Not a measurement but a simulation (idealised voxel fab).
The name of this process module is voxel tone inversion.
Each square cell in cross-section cut measures 5 nm, and the section as a whole is 295 nm wide.
A cross-section is a grid of square cells, given in bands from the top down. A band is one or more rows of cells.
What a band's entry tells you: where the top is and where the bottom is, as heights in nm, and after that what lies inside, material by material from left to right, each with its width in nm. Empty space is written as the word "blank", and a single material marked with the word "all across" occupies the band from edge to edge.
Note: height 0 marks the level under which the wafer is uniformly one material as received. Lowest band unbounded below, written "top 0, no bottom".
The two numbers in a width such as "30..40" mark its ends across the band: the first belongs to the top row of cells, the second to the bottom row, and from each row to the next the width moves by the same amount.
Key: "left unchanged" - step with no changed cell in the cross-section.
Entry "Completely enclosed voids" = empty spaces >= 8 cells with no open way to the top; each as width x height at distance, distance from left edge, all nm.
after a step's settings: what the simulator itself notes on the step
On any step carrying a mask, the "overlay nm" setting, if present on the step's line, tells how far right of its planned place the mask lay; negative values point to the left.
BELOW IS THE LIST OF PLANNED PROCESS STEPS
step 1: RECEIVE: material Si
step 2: CONFORMAL_DEP: material SiN, thk nm 10
step 3: DIRECTIONAL_DEP: material polySi, thk nm 20
step 4: PATTERN: tone cover, mask id POSTS, material resist, width nm 20, pitch nm 50, thk nm 30, overlay nm 0
step 5: DIRECTIONAL_ETCH: etch materials polySi, depth nm 20
step 6: STRIP: etch materials resist
step 7: FILL_DEP: material lowk, thk nm 10
step 8: CMP: height nm 30
step 9: STRIP: etch materials polySi
step 10: CONFORMAL_DEP: material TiN, thk nm 5
step 11: FILL_DEP: material Ru, thk nm 5
step 12: CMP: height nm 30
step 13: CONFORMAL_DEP: material SiCN, thk nm 5
CROSS-SECTION OF THE WAFER UPON ARRIVAL, REPRESENTING THE STATE REACHED AFTER STEP 1
top 0, no bottom = Si all across
Completely enclosed voids: none
END-OF-MODULE XS, FIRST OF TWO WAFERS, RUN AS PLANNED
top 35, bottom 30 = SiCN all across
top 30, bottom 15 = lowk 110 | TiN 5 | Ru 10 | TiN 5 | lowk 30 | TiN 5 | Ru 10 | TiN 5 | lowk 115
top 15, bottom 10 = lowk 110 | TiN 20 | lowk 30 | TiN 20 | lowk 115
top 10, bottom 0 = SiN all across
top 0, no bottom = Si all across
Completely enclosed voids: none
SECOND WAFER OF THE TWO, SECTIONED AT THE END OF THE MODULE. IT BEGAN LIKE THE FIRST AND FOLLOWED THE SAME PLAN, BUT ONE MISTAKE WAS MADE WHILE RUNNING IT
top 35, bottom 30 = SiCN all across
top 30, bottom 20 = lowk all across
top 20, bottom 0 = lowk 110 | polySi 20 | lowk 30 | polySi 20 | lowk 115
top 0, no bottom = Si all across
Completely enclosed voids: none
What was the processing mistake? step 2 in the plan did not get run; it was skipped
Wafer comparison, final, in cells, second relative to first, materials more or fewer: 12 fewer of Ru; 118 fewer of SiN; 20 fewer of TiN; 118 more of lowk; 32 more of polySi
